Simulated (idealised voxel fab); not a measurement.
process module | voxel plated lines
cross-section cut | 230 nm wide | cells 5 nm
A cross-section is a grid of square cells, given in bands from the top down. A band is one or more rows of cells.
Each band's line starts with the height of the band's top and of its bottom, in nm. Then come its materials from left to right, each with its width in nm. One material with "throughout" fills the band from edge to edge. "air" is empty space.
Height 0 is the level under which the wafer as received is all one material. The lowest band goes on downwards, as in "0 down".
A width such as "30 to 40" changes by the same amount from each row of cells to the next, from the band's top row to its bottom row.
"no change" after a step means that no cell of the cross-section changed.
closed voids: empty space of 8 cells or more with no open way to the top, each as width x height at its distance from the left edge, in nm
after a step's settings: what the simulator itself notes on the step
overlay nm, on a step with a mask: how far to the right of its planned place the mask lay; to the left if negative
Each pair below shows a cross-section before one step and the cross-section after it, down to the lowest band that changed. The line under each pair gives the step between them, with its settings. The pairs can come from different runs of this module on the same starting wafer, so a pair continues from the pair above only where its "before" says so.
before
  0 down: Si throughout
  closed voids: none
after
  15 to 0: SiN throughout
  below 0: unchanged
  closed voids: none
the step between: op CONFORMAL_DEP | material SiN | thk nm 15
before: the cross-section after the pair above
after
  20 to 15: TiN throughout
  below 15: unchanged
  closed voids: none
the step between: op DIRECTIONAL_DEP | material TiN | thk nm 5
before: the cross-section after the pair above
after
  40 to 20: resist 55 | air 15 | resist 20 | air 15 | resist 20 | air 15 | resist 20 | air 15 | resist 55
  below 20: unchanged
  closed voids: none
the step between: op PATTERN | tone open | mask id LINES | material resist | width nm 15 | pitch nm 35 | thk nm 20 | overlay nm 0
before: the cross-section after the pair above
after
  40 to 25: resist 55 | air 15 | resist 20 | air 15 | resist 20 | air 15 | resist 20 | air 15 | resist 55
  25 to 20: resist 55 | Ru 15 | resist 20 | Ru 15 | resist 20 | Ru 15 | resist 20 | Ru 15 | resist 55
  below 20: unchanged
  closed voids: none
the step between: op EPI | material Ru | thk nm 5
before: the cross-section after the pair above
after
  25 to 20: air 55 | Ru 15 | air 20 | Ru 15 | air 20 | Ru 15 | air 20 | Ru 15 | air 55
  below 20: unchanged
  closed voids: none
the step between: op STRIP | etch materials resist
before: the cross-section after the pair above
after
  25 to 20: air 55 | Ru 15 | air 20 | Ru 15 | air 20 | Ru 15 | air 20 | Ru 15 | air 55
  20 to 15: air 55 | TiN 15 | air 20 | TiN 15 | air 20 | TiN 15 | air 20 | TiN 15 | air 55
  below 15: unchanged
  closed voids: none
the step between: op DIRECTIONAL_ETCH | etch materials TiN | depth nm 5
before: the cross-section after the pair above
after
  35 to 25: air 45 | SiN 140 | air 45
  25 to 20: SiN 55 | Ru 15 | SiN 20 | Ru 15 | SiN 20 | Ru 15 | SiN 20 | Ru 15 | SiN 55
  20 to 15: SiN 55 | TiN 15 | SiN 20 | TiN 15 | SiN 20 | TiN 15 | SiN 20 | TiN 15 | SiN 55
  below 15: unchanged
  closed voids: none
the step between: op CONFORMAL_DEP | material SiN | thk nm 10
before
  15 to 0: SiN throughout
  0 down: Si throughout
  closed voids: none
after
  30 to 0: SiN throughout
  below 0: unchanged
  closed voids: none
the step between: op CONFORMAL_DEP | material SiN | thk nm 15
before: the cross-section after the pair above
after
  35 to 30: TiN throughout
  below 30: unchanged
  closed voids: none
the step between: op DIRECTIONAL_DEP | material TiN | thk nm 5
before: the cross-section after the pair above
after
  55 to 35: resist 55 | air 15 | resist 20 | air 15 | resist 20 | air 15 | resist 20 | air 15 | resist 55
  below 35: unchanged
  closed voids: none
the step between: op PATTERN | tone open | mask id LINES | material resist | width nm 15 | pitch nm 35 | thk nm 20 | overlay nm 0
before: the cross-section after the pair above
after
  55 to 40: resist 55 | air 15 | resist 20 | air 15 | resist 20 | air 15 | resist 20 | air 15 | resist 55
  40 to 35: resist 55 | Ru 15 | resist 20 | Ru 15 | resist 20 | Ru 15 | resist 20 | Ru 15 | resist 55
  below 35: unchanged
  closed voids: none
the step between: op EPI | material Ru | thk nm 5
before: the cross-section after the pair above
after
  40 to 35: air 55 | Ru 15 | air 20 | Ru 15 | air 20 | Ru 15 | air 20 | Ru 15 | air 55
  below 35: unchanged
  closed voids: none
the step between: op STRIP | etch materials resist
before: the cross-section after the pair above
after
  40 to 35: air 55 | Ru 15 | air 20 | Ru 15 | air 20 | Ru 15 | air 20 | Ru 15 | air 55
  35 to 30: air 55 | TiN 15 | air 20 | TiN 15 | air 20 | TiN 15 | air 20 | TiN 15 | air 55
  below 30: unchanged
  closed voids: none
the step between: op DIRECTIONAL_ETCH | etch materials TiN | depth nm 5
before: the cross-section after the pair above
after
  50 to 40: air 45 | SiN 140 | air 45
  40 to 35: SiN 55 | Ru 15 | SiN 20 | Ru 15 | SiN 20 | Ru 15 | SiN 20 | Ru 15 | SiN 55
  35 to 30: SiN 55 | TiN 15 | SiN 20 | TiN 15 | SiN 20 | TiN 15 | SiN 20 | TiN 15 | SiN 55
  below 30: unchanged
  closed voids: none
the step between: op CONFORMAL_DEP | material SiN | thk nm 10
before
  0 down: Si throughout
  closed voids: none
after
  5 to 0: TiN throughout
  below 0: unchanged
  closed voids: none
the step between: op DIRECTIONAL_DEP | material TiN | thk nm 5
before: the cross-section after the pair above
after
  20 to 5: SiN throughout
  below 5: unchanged
  closed voids: none
the step between: op CONFORMAL_DEP | material SiN | thk nm 15
before: the cross-section after the pair above
after
  40 to 20: resist 55 | air 15 | resist 20 | air 15 | resist 20 | air 15 | resist 20 | air 15 | resist 55
  below 20: unchanged
  closed voids: none
the step between: op PATTERN | tone open | mask id LINES | material resist | width nm 15 | pitch nm 35 | thk nm 20 | overlay nm 0
before: the cross-section after the pair above
after
  20 to 5: SiN throughout
  below 5: unchanged
  closed voids: none
the step between: op STRIP | etch materials resist
before: the cross-section after the pair above
after
  30 to 5: SiN throughout
  below 5: unchanged
  closed voids: none
the step between: op CONFORMAL_DEP | material SiN | thk nm 10
before
  15 to 0: SiN throughout
  0 down: Si throughout
  closed voids: none
after
  30 to 15: TiN throughout
  below 15: unchanged
  closed voids: none
the step between: op DIRECTIONAL_DEP | material TiN | thk nm 15
before: the cross-section after the pair above
after
  50 to 30: resist 55 | air 15 | resist 20 | air 15 | resist 20 | air 15 | resist 20 | air 15 | resist 55
  below 30: unchanged
  closed voids: none
the step between: op PATTERN | tone open | mask id LINES | material resist | width nm 15 | pitch nm 35 | thk nm 20 | overlay nm 0
before: the cross-section after the pair above
after
  50 to 35: resist 55 | air 15 | resist 20 | air 15 | resist 20 | air 15 | resist 20 | air 15 | resist 55
  35 to 30: resist 55 | Ru 15 | resist 20 | Ru 15 | resist 20 | Ru 15 | resist 20 | Ru 15 | resist 55
  below 30: unchanged
  closed voids: none
the step between: op EPI | material Ru | thk nm 5
before: the cross-section after the pair above
after
  35 to 30: air 55 | Ru 15 | air 20 | Ru 15 | air 20 | Ru 15 | air 20 | Ru 15 | air 55
  below 30: unchanged
  closed voids: none
the step between: op STRIP | etch materials resist
before: the cross-section after the pair above
after
  35 to 30: air 55 | Ru 15 | air 20 | Ru 15 | air 20 | Ru 15 | air 20 | Ru 15 | air 55
  30 to 25: air 55 | TiN 15 | air 20 | TiN 15 | air 20 | TiN 15 | air 20 | TiN 15 | air 55
  below 25: unchanged
  closed voids: none
the step between: op DIRECTIONAL_ETCH | etch materials TiN | depth nm 5
before: the cross-section after the pair above
after
  45 to 35: air 45 | SiN 140 | air 45
  35 to 30: SiN 55 | Ru 15 | SiN 20 | Ru 15 | SiN 20 | Ru 15 | SiN 20 | Ru 15 | SiN 55
  30 to 25: SiN 55 | TiN 15 | SiN 20 | TiN 15 | SiN 20 | TiN 15 | SiN 20 | TiN 15 | SiN 55
  below 25: unchanged
  closed voids: none
the step between: op CONFORMAL_DEP | material SiN | thk nm 10
before
  20 to 15: TiN throughout
  15 to 0: SiN throughout
  0 down: Si throughout
  closed voids: none
after
  40 to 20: resist 55 | air 20 | resist 15 | air 20 | resist 15 | air 20 | resist 15 | air 20 | resist 50
  below 20: unchanged
  closed voids: none
the step between: op PATTERN | tone open | mask id LINES | material resist | width nm 20 | pitch nm 35 | thk nm 20 | overlay nm 0
before: the cross-section after the pair above
after
  40 to 25: resist 55 | air 20 | resist 15 | air 20 | resist 15 | air 20 | resist 15 | air 20 | resist 50
  25 to 20: resist 55 | Ru 20 | resist 15 | Ru 20 | resist 15 | Ru 20 | resist 15 | Ru 20 | resist 50
  below 20: unchanged
  closed voids: none
the step between: op EPI | material Ru | thk nm 5
before: the cross-section after the pair above
after
  25 to 20: air 55 | Ru 20 | air 15 | Ru 20 | air 15 | Ru 20 | air 15 | Ru 20 | air 50
  below 20: unchanged
  closed voids: none
the step between: op STRIP | etch materials resist
before: the cross-section after the pair above
after
  25 to 20: air 55 | Ru 20 | air 15 | Ru 20 | air 15 | Ru 20 | air 15 | Ru 20 | air 50
  20 to 15: air 55 | TiN 20 | air 15 | TiN 20 | air 15 | TiN 20 | air 15 | TiN 20 | air 50
  below 15: unchanged
  closed voids: none
the step between: op DIRECTIONAL_ETCH | etch materials TiN | depth nm 5
before: the cross-section after the pair above
after
  35 to 25: air 45 | SiN 145 | air 40
  25 to 20: SiN 55 | Ru 20 | SiN 15 | Ru 20 | SiN 15 | Ru 20 | SiN 15 | Ru 20 | SiN 50
  20 to 15: SiN 55 | TiN 20 | SiN 15 | TiN 20 | SiN 15 | TiN 20 | SiN 15 | TiN 20 | SiN 50
  below 15: unchanged
  closed voids: none
the step between: op CONFORMAL_DEP | material SiN | thk nm 10
before
  20 to 15: TiN throughout
  15 to 0: SiN throughout
  0 down: Si throughout
  closed voids: none
after
  40 to 20: resist 50 | air 15 | resist 20 | air 15 | resist 20 | air 15 | resist 20 | air 15 | resist 60
  below 20: unchanged
  closed voids: none
the step between: op PATTERN | tone open | mask id LINES | material resist | width nm 15 | pitch nm 35 | thk nm 20 | overlay nm -5
before: the cross-section after the pair above
after
  40 to 25: resist 50 | air 15 | resist 20 | air 15 | resist 20 | air 15 | resist 20 | air 15 | resist 60
  25 to 20: resist 50 | Ru 15 | resist 20 | Ru 15 | resist 20 | Ru 15 | resist 20 | Ru 15 | resist 60
  below 20: unchanged
  closed voids: none
the step between: op EPI | material Ru | thk nm 5
before: the cross-section after the pair above
after
  25 to 20: air 50 | Ru 15 | air 20 | Ru 15 | air 20 | Ru 15 | air 20 | Ru 15 | air 60
  below 20: unchanged
  closed voids: none
the step between: op STRIP | etch materials resist
before: the cross-section after the pair above
after
  25 to 20: air 50 | Ru 15 | air 20 | Ru 15 | air 20 | Ru 15 | air 20 | Ru 15 | air 60
  20 to 15: air 50 | TiN 15 | air 20 | TiN 15 | air 20 | TiN 15 | air 20 | TiN 15 | air 60
  below 15: unchanged
  closed voids: none
the step between: op DIRECTIONAL_ETCH | etch materials TiN | depth nm 5
before: the cross-section after the pair above
after
  35 to 25: air 40 | SiN 140 | air 50
  25 to 20: SiN 50 | Ru 15 | SiN 20 | Ru 15 | SiN 20 | Ru 15 | SiN 20 | Ru 15 | SiN 60
  20 to 15: SiN 50 | TiN 15 | SiN 20 | TiN 15 | SiN 20 | TiN 15 | SiN 20 | TiN 15 | SiN 60
  below 15: unchanged
  closed voids: none
the step between: op CONFORMAL_DEP | material SiN | thk nm 10
before
  25 to 20: air 55 | Ru 15 | air 20 | Ru 15 | air 20 | Ru 15 | air 20 | Ru 15 | air 55
  20 to 15: TiN throughout
  15 to 0: SiN throughout
  0 down: Si throughout
  closed voids: none
after
  20 to 15: TiN throughout
  below 15: unchanged
  closed voids: none
the step between: op DIRECTIONAL_ETCH | etch materials Ru | depth nm 5
before: the cross-section after the pair above
after
  30 to 20: SiN throughout
  below 20: unchanged
  closed voids: none
the step between: op CONFORMAL_DEP | material SiN | thk nm 10
before
  20 to 15: TiN throughout
  15 to 0: SiN throughout
  0 down: Si throughout
  closed voids: none
after
  40 to 20: air 55 | resist 15 | air 20 | resist 15 | air 20 | resist 15 | air 20 | resist 15 | air 55
  below 20: unchanged
  closed voids: none
the step between: op PATTERN | tone cover | mask id LINES | material resist | width nm 15 | pitch nm 35 | thk nm 20 | overlay nm 0
before: the cross-section after the pair above
after
  40 to 25: air 55 | resist 15 | air 20 | resist 15 | air 20 | resist 15 | air 20 | resist 15 | air 55
  25 to 20: Ru 55 | resist 15 | Ru 20 | resist 15 | Ru 20 | resist 15 | Ru 20 | resist 15 | Ru 55
  below 20: unchanged
  closed voids: none
the step between: op EPI | material Ru | thk nm 5
before: the cross-section after the pair above
after
  25 to 20: Ru 55 | air 15 | Ru 20 | air 15 | Ru 20 | air 15 | Ru 20 | air 15 | Ru 55
  below 20: unchanged
  closed voids: none
the step between: op STRIP | etch materials resist
before: the cross-section after the pair above
after
  25 to 20: Ru 55 | air 15 | Ru 20 | air 15 | Ru 20 | air 15 | Ru 20 | air 15 | Ru 55
  20 to 15: TiN 55 | air 15 | TiN 20 | air 15 | TiN 20 | air 15 | TiN 20 | air 15 | TiN 55
  below 15: unchanged
  closed voids: none
the step between: op DIRECTIONAL_ETCH | etch materials TiN | depth nm 5
before: the cross-section after the pair above
after
  35 to 25: SiN throughout
  25 to 20: Ru 55 | SiN 15 | Ru 20 | SiN 15 | Ru 20 | SiN 15 | Ru 20 | SiN 15 | Ru 55
  20 to 15: TiN 55 | SiN 15 | TiN 20 | SiN 15 | TiN 20 | SiN 15 | TiN 20 | SiN 15 | TiN 55
  below 15: unchanged
  closed voids: none
the step between: op CONFORMAL_DEP | material SiN | thk nm 10
